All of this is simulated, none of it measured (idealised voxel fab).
This section sets out a process module, namely voxel transistor to metal.
Square cells of 5 nm make up the cross-section cut, whose width is 265 nm.
Square cells in a grid make up a cross-section in this document, and the grid is given as bands, listed from the top down, each one or more rows of cells.
A band entry consists of two parts. The first gives the height of the band's top and the height of its bottom, in nm. The rest lists the band's materials from left to right, each with its width in nm. A single material labelled with the word "all across" fills the band from edge to edge, and the word "air" marks empty space.
The level at which height equals 0 is the one under which the wafer, as it arrives, is entirely one material. No lower edge exists for the bottom band, which continues downward and is notated as in "0 and below".
Width: "30->40" (first number = top row, second number = bottom row, same change from row to row of cells).
Basically "nothing altered" means that step didn't change any cell in the cross-section.
Empty spaces without an open route to the top, at least 8 cells in extent, make up the entry "Closed void listing"; each is given as width x height at distance, where the distance is measured from the left edge, and all are in nm.
Anything after a step's settings on that line? It's the simulator's own note about the step.
"overlay nm", when on a step's line for a step with a mask, measures how far to the right of its planned place the mask lay; a negative measure means to the left.
# plan
step 1: RECEIVE,material Si
step 2: CONFORMAL_DEP,material SiO2,thk nm 5
step 3: CONFORMAL_DEP,material SiN,thk nm 15
step 4: PATTERN,tone cover,mask id ACTIVE,material resist,width nm 100,pitch nm 125,thk nm 15,overlay nm 0
step 5: DIRECTIONAL_ETCH,etch materials SiN,depth nm 15
step 6: DIRECTIONAL_ETCH,etch materials SiO2,depth nm 5
step 7: DIRECTIONAL_ETCH,etch materials Si,depth nm 30
step 8: STRIP,etch materials resist
step 9: OXIDIZE,depth nm 5
step 10: FILL_DEP,material SiO2,thk nm 15
step 11: CMP,height nm 20
step 12: SELECTIVE_ETCH,etch materials SiO2,depth nm 5
step 13: STRIP,etch materials SiN
step 14: SELECTIVE_ETCH,etch materials SiO2,depth nm 5
step 15: OXIDIZE,depth nm 5
step 16: DIRECTIONAL_DEP,material polySi,thk nm 20
step 17: DIRECTIONAL_DEP,material SiCN,thk nm 10
step 18: DIRECTIONAL_DEP,material aC,thk nm 10
step 19: PATTERN,tone cover,mask id GATE,material resist,width nm 20,pitch nm 125,thk nm 30,overlay nm 0
step 20: DIRECTIONAL_ETCH,etch materials aC,depth nm 10
step 21: STRIP,etch materials resist
step 22: DIRECTIONAL_ETCH,etch materials SiCN,depth nm 20
step 23: DIRECTIONAL_ETCH,etch materials polySi,depth nm 30
step 24: STRIP,etch materials aC
step 25: CONFORMAL_DEP,material SiO2,thk nm 5
step 26: DIRECTIONAL_ETCH,etch materials SiO2,depth nm 5
step 27: CONFORMAL_DEP,material SiN,thk nm 10
step 28: DIRECTIONAL_ETCH,etch materials SiN,depth nm 10
step 29: DIRECTIONAL_ETCH,etch materials SiO2,depth nm 5
step 30: DIRECTIONAL_ETCH,etch materials Si,depth nm 5
step 31: EPI,material pSi,thk nm 10
step 32: FILL_DEP,material SiO2,thk nm 10
step 33: CMP,height nm 30
step 34: DIRECTIONAL_DEP,material SiO2,thk nm 10
step 35: PATTERN,tone open,mask id CONTACT,material resist,width nm 30,thk nm 20,overlay nm 0
step 36: DIRECTIONAL_ETCH,etch materials SiO2,depth nm 35
step 37: STRIP,etch materials resist
step 38: CONFORMAL_DEP,material TiN,thk nm 5
step 39: FILL_DEP,material W,thk nm 5
step 40: CMP,height nm 40
step 41: DIRECTIONAL_DEP,material TiN,thk nm 5
step 42: DIRECTIONAL_DEP,material W,thk nm 15
step 43: MASKED_ETCH,tone cover,mask id METAL_1,width nm 15,etch materials W,depth nm 15,overlay nm 0
step 44: MASKED_ETCH,tone cover,mask id METAL_1,width nm 15,etch materials TiN,depth nm 5,overlay nm 0
step 45: CONFORMAL_DEP,material SiCN,thk nm 5
step 46: FILL_DEP,material SiO2,thk nm 10
step 47: CMP,height nm 60
step 48: CONFORMAL_DEP,material SiCN,thk nm 5
step 49: DIRECTIONAL_DEP,material SiO2,thk nm 35
step 50: MASKED_ETCH,tone open,mask id METAL_2,width nm 15,pitch nm 125,etch materials SiO2,depth nm 20,overlay nm 0
step 51: PATTERN,tone open,mask id METAL_2_HOLES,material resist,width nm 15,pitch nm 125,thk nm 20,overlay nm 0
step 52: DIRECTIONAL_ETCH,etch materials SiO2,depth nm 15
step 53: DIRECTIONAL_ETCH,etch materials SiCN,depth nm 5
step 54: STRIP,etch materials resist
step 55: CONFORMAL_DEP,material TiN,thk nm 5
step 56: FILL_DEP,material Cu,thk nm 5
step 57: CMP,height nm 100
step 58: CONFORMAL_DEP,material SiN,thk nm 5
# Cross-section of the wafer at receipt, which is the condition after step 1
0 and below = Si all across
Closed void listing: none
# First of two wafers, end-of-module section, run followed plan
105 down to 100 = SiN all across
100 down to 65 = SiO2=25, TiN=5, Cu=5, TiN=5, SiO2=110, TiN=5, Cu=5, TiN=5, SiO2=100
65 down to 60 = SiCN=25, TiN=15, SiCN=110, TiN=15, SiCN=100
60 down to 45 = SiO2=20, SiCN=5, W=15, SiCN=5, SiO2=50, SiCN=5, W=15, SiCN=5, SiO2=25, SiCN=5, W=15, SiCN=5, SiO2=50, SiCN=5, W=15, SiCN=5, SiO2=20
45 down to 40 = SiCN=25, TiN=15, SiCN=60, TiN=15, SiCN=35, TiN=15, SiCN=60, TiN=15, SiCN=25
40 down to 30 = SiO2=25, TiN=5, W=20->10, TiN=5->15, SiO2=30, TiN=5->15, W=20->10, TiN=5, SiO2=35, TiN=5, W=20->10, TiN=5->15, SiO2=30, TiN=5->15, W=20->10, TiN=5, SiO2=25
30 down to 20 = SiO2=25, TiN=5, W=10, TiN=5, SiN=10, SiO2=5, SiCN=20, SiO2=5, SiN=10, TiN=5, W=10, TiN=5, SiO2=35, TiN=5, W=10, TiN=5, SiN=10, SiO2=5, SiCN=20, SiO2=5, SiN=10, TiN=5, W=10, TiN=5, SiO2=25
20 down to 10 = SiO2=25, TiN=5->10, W=10->5, TiN=5, SiN=10, SiO2=5, polySi=20, SiO2=5, SiN=10, TiN=5, W=10->5, TiN=5->10, SiO2=35, TiN=5->10, W=10->5, TiN=5, SiN=10, SiO2=5, polySi=20, SiO2=5, SiN=10, TiN=5, W=10->5, TiN=5->10, SiO2=25
10 down to 5 = SiO2=20, SiN=10, TiN=15, SiN=10, SiO2=5, polySi=20, SiO2=5, SiN=10, TiN=15, SiN=10, SiO2=25, SiN=10, TiN=15, SiN=10, SiO2=5, polySi=20, SiO2=5, SiN=10, TiN=15, SiN=10, SiO2=20
5 down to 0 = SiO2=20, SiN=10, pSi=15, SiN=10, SiO2=5, polySi=20, SiO2=5, SiN=10, pSi=15, SiN=10, SiO2=25, SiN=10, pSi=15, SiN=10, SiO2=5, polySi=20, SiO2=5, SiN=10, pSi=15, SiN=10, SiO2=20
0 down to -5 = SiO2=30, pSi=15, SiO2=50, pSi=15, SiO2=45, pSi=15, SiO2=50, pSi=15, SiO2=30
-5 down to -10 = SiO2=25, Si=5, pSi=15, Si=50, pSi=15, Si=5, SiO2=35, Si=5, pSi=15, Si=50, pSi=15, Si=5, SiO2=25
-10 down to -35 = SiO2=25, Si=90, SiO2=35, Si=90, SiO2=25
-35 and below = Si all across
Closed void listing: none
# Second of two wafers, module complete, sectioned: it shares the first wafer's start and plan but was run with one mistake
105 down to 100 = polySi all across
100 down to 65 = SiO2=25, TiN=5, Cu=5, TiN=5, SiO2=110, TiN=5, Cu=5, TiN=5, SiO2=100
65 down to 60 = SiCN=25, TiN=15, SiCN=110, TiN=15, SiCN=100
60 down to 45 = SiO2=20, SiCN=5, W=15, SiCN=5, SiO2=50, SiCN=5, W=15, SiCN=5, SiO2=25, SiCN=5, W=15, SiCN=5, SiO2=50, SiCN=5, W=15, SiCN=5, SiO2=20
45 down to 40 = SiCN=25, TiN=15, SiCN=60, TiN=15, SiCN=35, TiN=15, SiCN=60, TiN=15, SiCN=25
40 down to 30 = SiO2=25, TiN=5, W=20->10, TiN=5->15, SiO2=30, TiN=5->15, W=20->10, TiN=5, SiO2=35, TiN=5, W=20->10, TiN=5->15, SiO2=30, TiN=5->15, W=20->10, TiN=5, SiO2=25
30 down to 20 = SiO2=25, TiN=5, W=10, TiN=5, SiN=10, SiO2=5, SiCN=20, SiO2=5, SiN=10, TiN=5, W=10, TiN=5, SiO2=35, TiN=5, W=10, TiN=5, SiN=10, SiO2=5, SiCN=20, SiO2=5, SiN=10, TiN=5, W=10, TiN=5, SiO2=25
20 down to 10 = SiO2=25, TiN=5->10, W=10->5, TiN=5, SiN=10, SiO2=5, polySi=20, SiO2=5, SiN=10, TiN=5, W=10->5, TiN=5->10, SiO2=35, TiN=5->10, W=10->5, TiN=5, SiN=10, SiO2=5, polySi=20, SiO2=5, SiN=10, TiN=5, W=10->5, TiN=5->10, SiO2=25
10 down to 5 = SiO2=20, SiN=10, TiN=15, SiN=10, SiO2=5, polySi=20, SiO2=5, SiN=10, TiN=15, SiN=10, SiO2=25, SiN=10, TiN=15, SiN=10, SiO2=5, polySi=20, SiO2=5, SiN=10, TiN=15, SiN=10, SiO2=20
5 down to 0 = SiO2=20, SiN=10, pSi=15, SiN=10, SiO2=5, polySi=20, SiO2=5, SiN=10, pSi=15, SiN=10, SiO2=25, SiN=10, pSi=15, SiN=10, SiO2=5, polySi=20, SiO2=5, SiN=10, pSi=15, SiN=10, SiO2=20
0 down to -5 = SiO2=30, pSi=15, SiO2=50, pSi=15, SiO2=45, pSi=15, SiO2=50, pSi=15, SiO2=30
-5 down to -10 = SiO2=25, Si=5, pSi=15, Si=50, pSi=15, Si=5, SiO2=35, Si=5, pSi=15, Si=50, pSi=15, Si=5, SiO2=25
-10 down to -35 = SiO2=25, Si=90, SiO2=35, Si=90, SiO2=25
-35 and below = Si all across
Closed void listing: none
Error vs. plan: so step 58 ended up running with a different setting than we planned, it ran as CONFORMAL_DEP,material polySi,thk nm 5
Count the cells at the end and the second wafer has more or fewer of some materials than the first: SiN -53, polySi +53
